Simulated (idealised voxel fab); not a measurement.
Name of the process module below: voxel lift off
The figure presents cross-section cut, which has a width of 190 nm and is divided into square cells with an edge length of 5 nm.
Cross-section = grid of square cells, listed top down in bands; band = one or more rows. The entry gives the band's vertical extent as a top height and a bottom height in nm, then its horizontal make-up as materials from left to right, each with a width in nm. "air" stands for empty space; a single material marked "all across" fills the band edge to edge. Below 0: as-received wafer, all one material; heights counted from there. Lowest band: no bottom, goes on down, written "0 down". It should be noted that a width expressed as "30 to 40" varies in equal increments from row to row of cells within the band, taking the value of the first number at the top row and that of the second number at the bottom row. "nothing different" after a step means that no cell of the cross-section changed. Closed empty spaces (no open way to the top) of 8 cells or more are what "Enclosed cavities" lists, each as width x height at distance from the left edge, nm for all three. Anything after a step's settings on that line? It's the simulator's own note about the step. For masked steps, "overlay nm" on the step line gives how far right of plan the mask actually lay; a minus sign means it lay to the left.
Set out below are the planned steps of the process:
1) RECEIVE: material Si
2) CONFORMAL_DEP: material Al2O3, thk nm 5
3) PATTERN: tone open, mask id LINES, material resist, width nm 20, pitch nm 60, thk nm 20, overlay nm 0
4) DIRECTIONAL_DEP: material Ru, thk nm 5
5) STRIP: etch materials resist
6) CONFORMAL_DEP: material SiCN, thk nm 10
The wafers in this document start out alike and differ in the width nm applied at step 3; the plan shows the value used for the first wafer.
Cross-section of the first of several wafers on receipt, reflecting completion of step 1:
> 0 down  Si all across
> Enclosed cavities: none
Every row in this table is a wafer at the end of the module, and it gives, for each of the materials, the cells that wafer has gained (+) or lost (-) since it was received, then its closed voids:
width nm 20, +38 Al2O3, +8 Ru, +84 SiCN, Enclosed cavities: none
width nm 25, +38 Al2O3, +10 Ru, +84 SiCN, Enclosed cavities: none
width nm 30, +38 Al2O3, +12 Ru, +84 SiCN, Enclosed cavities: none
width nm 35, +38 Al2O3, +14 Ru, +84 SiCN, Enclosed cavities: none
width nm 40, +38 Al2O3, +16 Ru, +84 SiCN, Enclosed cavities: none
width nm 45, +38 Al2O3, +18 Ru, +83 SiCN, Enclosed cavities: none
